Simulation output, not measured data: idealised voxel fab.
The following is a process module called voxel air gaps.
For reference, the cross-section in this document is cut, with width 205 nm and square cells of 5 nm.
Think of the cross-section as a grid of square cells. We describe it in bands, top to bottom, and each band covers one or more rows of those cells.
A band entry consists of two parts. The first gives the height of the band's top and the height of its bottom, in nm. The rest lists the band's materials from left to right, each with its width in nm. A single material labelled with the word "everywhere" fills the band from edge to edge, and the word "empty" marks empty space.
Basically, 0 is our baseline, since under it the wafer straight out of the box is all one material. The bottom band has no lower end and keeps on going down, so it looks like "0 down".
The expression "30..40" gives the width at the extremes of the band, the first number at its top row of cells and the second at its bottom row, with the width changing by equal amounts from each row to the next in between.
No cell of the cross-section changed in a step that is given as "remained unchanged".
In the "Sealed void inventory" entry, you get each enclosed empty space of 8 cells or more, one with no open way to the top, written width x height at distance, distance from the left edge, in nm.
after a step's settings: what the simulator itself notes on the step
Each step line may optionally specify "overlay nm", which for a step with a mask gives the rightward distance between the mask's planned place and where it lay, a negative value indicating the leftward direction.

-- Process steps (planned)
1,RECEIVE [material Si]
2,CONFORMAL_DEP [material SiO2] [thk nm 15]
3,CONFORMAL_DEP [material SiN] [thk nm 5]
4,DIRECTIONAL_DEP [material lowk] [thk nm 40]
5,MASKED_ETCH [tone open] [mask id LINES] [width nm 25] [pitch nm 55] [etch materials lowk] [depth nm 40] [overlay nm 0]
6,CONFORMAL_DEP [material TiN] [thk nm 5]
7,FILL_DEP [material Ru] [thk nm 5]
8,CMP [height nm 60]
9,EPI [material Ru] [thk nm 10]
10,SELECTIVE_ETCH [etch materials lowk] [depth nm 50]
11,CONFORMAL_DEP [material SiCN] [thk nm 5]

-- Wafer as received: cross-section following step 1
    0 down = Si everywhere
    Sealed void inventory: none

-- The first of the two wafers as seen in cross-section once the module was finished; processing followed the plan
    75 to 70 = empty 20  SiCN 165  empty 20
    70 to 60 = empty 20  SiCN 5  Ru 45  SiCN 10  Ru 45  SiCN 10  Ru 45  SiCN 5  empty 20
    60 to 55 = empty 20  SiCN 15  TiN 5  Ru 15  TiN 5  SiCN 30  TiN 5  Ru 15  TiN 5  SiCN 30  TiN 5  Ru 15  TiN 5  SiCN 15  empty 20
    55 to 25 = empty 30  SiCN 5  TiN 5  Ru 15  TiN 5  SiCN 5  empty 20  SiCN 5  TiN 5  Ru 15  TiN 5  SiCN 5  empty 20  SiCN 5  TiN 5  Ru 15  TiN 5  SiCN 5  empty 30
    25 to 20 = SiCN 35  TiN 25  SiCN 30  TiN 25  SiCN 30  TiN 25  SiCN 35
    20 to 15 = SiN everywhere
    15 to 0 = SiO2 everywhere
    0 down = Si everywhere
    Sealed void inventory: 20 x 30 at 65; 20 x 30 at 120

-- Cross-sectional image of the second wafer of the two following completion of the module. Starting state and process plan were the same as for the first wafer; one execution error occurred
    75 to 70 = empty 15  SiCN 175  empty 15
    70 to 60 = empty 15  SiCN 5  Ru 165  SiCN 5  empty 15
    60 to 55 = empty 15  SiCN 15  TiN 5  Ru 25  TiN 5  lowk 20  TiN 5  Ru 25  TiN 5  lowk 20  TiN 5  Ru 25  TiN 5  SiCN 15  empty 15
    55 to 25 = empty 25  SiCN 5  TiN 5  Ru 25  TiN 5  lowk 20  TiN 5  Ru 25  TiN 5  lowk 20  TiN 5  Ru 25  TiN 5  SiCN 5  empty 25
    25 to 20 = SiCN 30  TiN 35  lowk 20  TiN 35  lowk 20  TiN 35  SiCN 30
    20 to 15 = SiN everywhere
    15 to 0 = SiO2 everywhere
    0 down = Si everywhere
    Sealed void inventory: none
Processing error: heads up, step 5 didn't go per plan, it actually ran as MASKED_ETCH [tone open] [mask id LINES] [width nm 35] [pitch nm 55] [etch materials lowk] [depth nm 40] [overlay nm 0]
at the end the second wafer has, in cells: Ru: 54 more | SiCN: 56 fewer | TiN: 6 more | lowk: 64 more
Wafer, first: 2 closed voids at end. Wafer, second: 0.
